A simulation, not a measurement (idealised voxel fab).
This is a process module. Its name is voxel tone inversion.
Pictured: cross-section cut, 210 nm wide, on a grid of 5 nm square cells.
Notation: cross-section as square-cell grid; stated in bands, top first, going down; one or more cell rows per band.
First you get the band's top height and its bottom height, in nm, and then the materials it's made of, left to right, with each width in nm. If you see a single material with "all across", that one covers the band edge to edge. "air" is empty space.
Heights from 0 (as-received wafer is one material below). Bottom band endless downward, as "top 0, no bottom".
Width: "30..40" (first number = top row, second number = bottom row, same change from row to row of cells).
Step marked "nothing got changed"? Then no cell in the cross-section changed in it.
Closed empty spaces (no open way to the top) of 8 cells or more are what "Unvented internal voids" lists, each as width x height at distance from the left edge, nm for all three.
The remark found on a step's line after its settings is issued by the simulator itself and pertains to that step.
A step's line can hold "overlay nm"; with a mask on that step, the setting says how far right of the planned place the mask lay, while a negative setting says it lay to the left.

Process steps foreseen in the plan:
1) RECEIVE (material Si)
2) CONFORMAL_DEP (material SiCN; thk nm 10)
3) DIRECTIONAL_DEP (material aC; thk nm 15)
4) PATTERN (tone cover; mask id POSTS; material resist; width nm 15; pitch nm 30; thk nm 25; overlay nm 0)
5) DIRECTIONAL_ETCH (etch materials aC; depth nm 15)
6) STRIP (etch materials resist)
7) FILL_DEP (material lowk; thk nm 10)
8) CMP (height nm 25)
9) STRIP (etch materials aC)

Cross-sectional view of the wafer in its as-received condition, corresponding to the state after step 1:
  top 0, no bottom: Si all across
  Unvented internal voids: none

Module complete - cross-section of the first of two wafers, run according to plan:
  top 25, bottom 10: lowk: 80 / air: 15 / lowk: 15 / air: 15 / lowk: 85
  top 10, bottom 0: SiCN all across
  top 0, no bottom: Si all across
  Unvented internal voids: none

Cross-sectional view: second of two wafers, end of module; start and plan identical to the first, one mistake in running:
  top 25, bottom 10: lowk: 70 / air: 15 / lowk: 15 / air: 15 / lowk: 95
  top 10, bottom 0: SiCN all across
  top 0, no bottom: Si all across
  Unvented internal voids: none
Deviation from plan: step 4: run off-plan, actual operation and settings PATTERN (tone cover; mask id POSTS; material resist; width nm 15; pitch nm 30; thk nm 25; overlay nm -10)
When the process is done, the second wafer contains the same cell count of every material as the first wafer, but distributed over other locations.
